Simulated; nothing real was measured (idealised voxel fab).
Process module, titled voxel wiring stack
Cross-section cut spans 290 nm and uses square cells 5 nm in size.
For the purposes of this document, a cross-section shall be understood as a grid of square cells, specified as bands listed in top-to-bottom order, each band consisting of one or more rows of cells. For a band, the entry starts with two heights in nm, that of the top and then that of the bottom, and carries on with the band's materials in order from left to right, each alongside its width in nm; the word "everywhere" beside a single material means it fills the band edge to edge, and "air" means empty space. We count height from 0. Below that, the starting wafer is all one material. The lowest band never ends at the bottom but goes on down; see "0 and below" for how that is written. Read "30->40" as a graded width: first number on top, second number at the bottom, same change between each pair of neighbouring rows. The cross-section has no changed cell in any step marked "remained unchanged". "Unvented voids" enumerates empty spaces isolated from the top, with no open way to it, that contain at least 8 cells, giving each as width x height at distance from the left edge, all three in nm. Whatever follows a step's settings on its line is a remark the simulator itself makes about that step. What "overlay nm" on a step's line means: if the step has a mask, that mask lay this far to the right of its planned place, or, when the value is negative, to the left.
### Steps in the process plan
1,RECEIVE: material Si
2,CONFORMAL_DEP: material SiO2, thk nm 10
3,CONFORMAL_DEP: material SiCN, thk nm 5
4,DIRECTIONAL_DEP: material lowk, thk nm 15
5,MASKED_ETCH: tone open, mask id METAL_1, width nm 25, pitch nm 50, etch materials lowk, depth nm 15, overlay nm 0
6,MASKED_ETCH: tone open, mask id METAL_1, width nm 25, pitch nm 50, etch materials SiCN, depth nm 5, overlay nm 0
7,CONFORMAL_DEP: material TiN, thk nm 5
8,FILL_DEP: material Ru, thk nm 5
9,CMP: height nm 30
10,CONFORMAL_DEP: material SiCN, thk nm 5
11,DIRECTIONAL_DEP: material SiO2, thk nm 20
12,PATTERN: tone open, mask id PLUG_1, material resist, width nm 15, pitch nm 50, thk nm 15, overlay nm 0
13,DIRECTIONAL_ETCH: etch materials SiO2, depth nm 20
14,DIRECTIONAL_ETCH: etch materials SiCN, depth nm 5
15,STRIP: etch materials resist
16,CONFORMAL_DEP: material TiN, thk nm 5
17,FILL_DEP: material W, thk nm 5
18,CMP: height nm 55
19,CONFORMAL_DEP: material SiCN, thk nm 5
20,DIRECTIONAL_DEP: material SiO2, thk nm 20
21,PATTERN: tone open, mask id METAL_2, material resist, width nm 25, pitch nm 50, thk nm 15, overlay nm 0
22,DIRECTIONAL_ETCH: etch materials SiO2, depth nm 20
23,DIRECTIONAL_ETCH: etch materials SiCN, depth nm 5
24,STRIP: etch materials resist
25,CONFORMAL_DEP: material TiN, thk nm 5
26,FILL_DEP: material Cu, thk nm 5
27,CMP: height nm 80
28,CONFORMAL_DEP: material SiCN, thk nm 5
### Of two wafers, the first: run according to plan
### Delivered wafer in cross-section: state after step 1
0 and below | Si everywhere
Unvented voids: none
### Step 2 done - wafer cross-section
10 down to 0 | SiO2 everywhere
All layers under 0 are left as they were.
### Step 3 done - wafer cross-section
15 down to 10 | SiCN everywhere
All layers under 10 are left as they were.
### Step 4 done - wafer cross-section
30 down to 15 | lowk everywhere
All layers under 15 are left as they were.
### Step 5 done - wafer cross-section
30 down to 15 | lowk 105  air 25  lowk 25  air 25  lowk 110
All layers under 15 are left as they were.
### Step 6 done - wafer cross-section
30 down to 15 | lowk 105  air 25  lowk 25  air 25  lowk 110
15 down to 10 | SiCN 105  air 25  SiCN 25  air 25  SiCN 110
All layers under 10 are left as they were.
### Step 7 done - wafer cross-section
35 down to 30 | TiN 110  air 15  TiN 35  air 15  TiN 115
30 down to 15 | lowk 105  TiN 5  air 15  TiN 5  lowk 25  TiN 5  air 15  TiN 5  lowk 110
15 down to 10 | SiCN 105  TiN 25  SiCN 25  TiN 25  SiCN 110
All layers under 10 are left as they were.
### Step 8 done - wafer cross-section
40 down to 35 | Ru everywhere
35 down to 30 | TiN 110  Ru 15  TiN 35  Ru 15  TiN 115
30 down to 15 | lowk 105  TiN 5  Ru 15  TiN 5  lowk 25  TiN 5  Ru 15  TiN 5  lowk 110
All layers under 15 are left as they were.
### Step 9 done - wafer cross-section
30 down to 15 | lowk 105  TiN 5  Ru 15  TiN 5  lowk 25  TiN 5  Ru 15  TiN 5  lowk 110
All layers under 15 are left as they were.
### Step 10 done - wafer cross-section
35 down to 30 | SiCN everywhere
All layers under 30 are left as they were.
### Step 11 done - wafer cross-section
55 down to 35 | SiO2 everywhere
All layers under 35 are left as they were.
### Step 12 done - wafer cross-section
70 down to 55 | resist 105  air 15  resist 35  air 15  resist 120
All layers under 55 are left as they were.
### Step 13 done - wafer cross-section
70 down to 55 | resist 105  air 15  resist 35  air 15  resist 120
55 down to 35 | SiO2 105  air 15  SiO2 35  air 15  SiO2 120
All layers under 35 are left as they were.
### Step 14 done - wafer cross-section
70 down to 55 | resist 105  air 15  resist 35  air 15  resist 120
55 down to 35 | SiO2 105  air 15  SiO2 35  air 15  SiO2 120
35 down to 30 | SiCN 105  air 15  SiCN 35  air 15  SiCN 120
All layers under 30 are left as they were.
### Step 15 done - wafer cross-section
55 down to 35 | SiO2 105  air 15  SiO2 35  air 15  SiO2 120
All layers under 35 are left as they were.
### Step 16 done - wafer cross-section
60 down to 55 | TiN 110  air 5  TiN 45  air 5  TiN 125
55 down to 35 | SiO2 105  TiN 5  air 5  TiN 5  SiO2 35  TiN 5  air 5  TiN 5  SiO2 120
35 down to 30 | SiCN 105  TiN 15  SiCN 35  TiN 15  SiCN 120
All layers under 30 are left as they were.
### Step 17 done - wafer cross-section
65 down to 60 | W everywhere
60 down to 55 | TiN 110  W 5  TiN 45  W 5  TiN 125
55 down to 35 | SiO2 105  TiN 5  W 5  TiN 5  SiO2 35  TiN 5  W 5  TiN 5  SiO2 120
All layers under 35 are left as they were.
### Step 18 done - wafer cross-section
55 down to 35 | SiO2 105  TiN 5  W 5  TiN 5  SiO2 35  TiN 5  W 5  TiN 5  SiO2 120
All layers under 35 are left as they were.
### Step 19 done - wafer cross-section
60 down to 55 | SiCN everywhere
All layers under 55 are left as they were.
### Step 20 done - wafer cross-section
80 down to 60 | SiO2 everywhere
All layers under 60 are left as they were.
### Step 21 done - wafer cross-section
95 down to 80 | resist 105  air 25  resist 25  air 25  resist 110
All layers under 80 are left as they were.
### Step 22 done - wafer cross-section
95 down to 80 | resist 105  air 25  resist 25  air 25  resist 110
80 down to 60 | SiO2 105  air 25  SiO2 25  air 25  SiO2 110
All layers under 60 are left as they were.
### Step 23 done - wafer cross-section
95 down to 80 | resist 105  air 25  resist 25  air 25  resist 110
80 down to 60 | SiO2 105  air 25  SiO2 25  air 25  SiO2 110
60 down to 55 | SiCN 105  air 25  SiCN 25  air 25  SiCN 110
All layers under 55 are left as they were.
### Step 24 done - wafer cross-section
80 down to 60 | SiO2 105  air 25  SiO2 25  air 25  SiO2 110
All layers under 60 are left as they were.
### Step 25 done - wafer cross-section
85 down to 80 | TiN 110  air 15  TiN 35  air 15  TiN 115
80 down to 60 | SiO2 105  TiN 5  air 15  TiN 5  SiO2 25  TiN 5  air 15  TiN 5  SiO2 110
60 down to 55 | SiCN 105  TiN 25  SiCN 25  TiN 25  SiCN 110
All layers under 55 are left as they were.
### Step 26 done - wafer cross-section
90 down to 85 | Cu everywhere
85 down to 80 | TiN 110  Cu 15  TiN 35  Cu 15  TiN 115
80 down to 60 | SiO2 105  TiN 5  Cu 15  TiN 5  SiO2 25  TiN 5  Cu 15  TiN 5  SiO2 110
All layers under 60 are left as they were.
### Step 27 done - wafer cross-section
80 down to 60 | SiO2 105  TiN 5  Cu 15  TiN 5  SiO2 25  TiN 5  Cu 15  TiN 5  SiO2 110
All layers under 60 are left as they were.
### Step 28 done - wafer cross-section
85 down to 80 | SiCN everywhere
All layers under 80 are left as they were.
### Second wafer. Start and plan as for the first. One mistake made in running. Agrees with the first up to and including step 25
### Second wafer at the planned finish of step 26, seen in cross-section
90 down to 85 | SiCN everywhere
85 down to 80 | TiN 110  SiCN 15  TiN 35  SiCN 15  TiN 115
80 down to 60 | SiO2 105  TiN 5  SiCN 15  TiN 5  SiO2 25  TiN 5  SiCN 15  TiN 5  SiO2 110
All layers under 60 are left as they were.
### Second wafer at the planned finish of step 27, seen in cross-section
80 down to 60 | SiO2 105  TiN 5  SiCN 15  TiN 5  SiO2 25  TiN 5  SiCN 15  TiN 5  SiO2 110
All layers under 60 are left as they were.
### Second wafer at the planned finish of step 28, seen in cross-section
85 down to 80 | SiCN everywhere
All layers under 80 are left as they were.
Deviation noted in wafer processing: off-plan run, step 26, actual operation and settings FILL_DEP: material SiCN, thk nm 5
Count the cells at the end and the second wafer has more or fewer of some materials than the first: 24 fewer of Cu, 24 more of SiCN
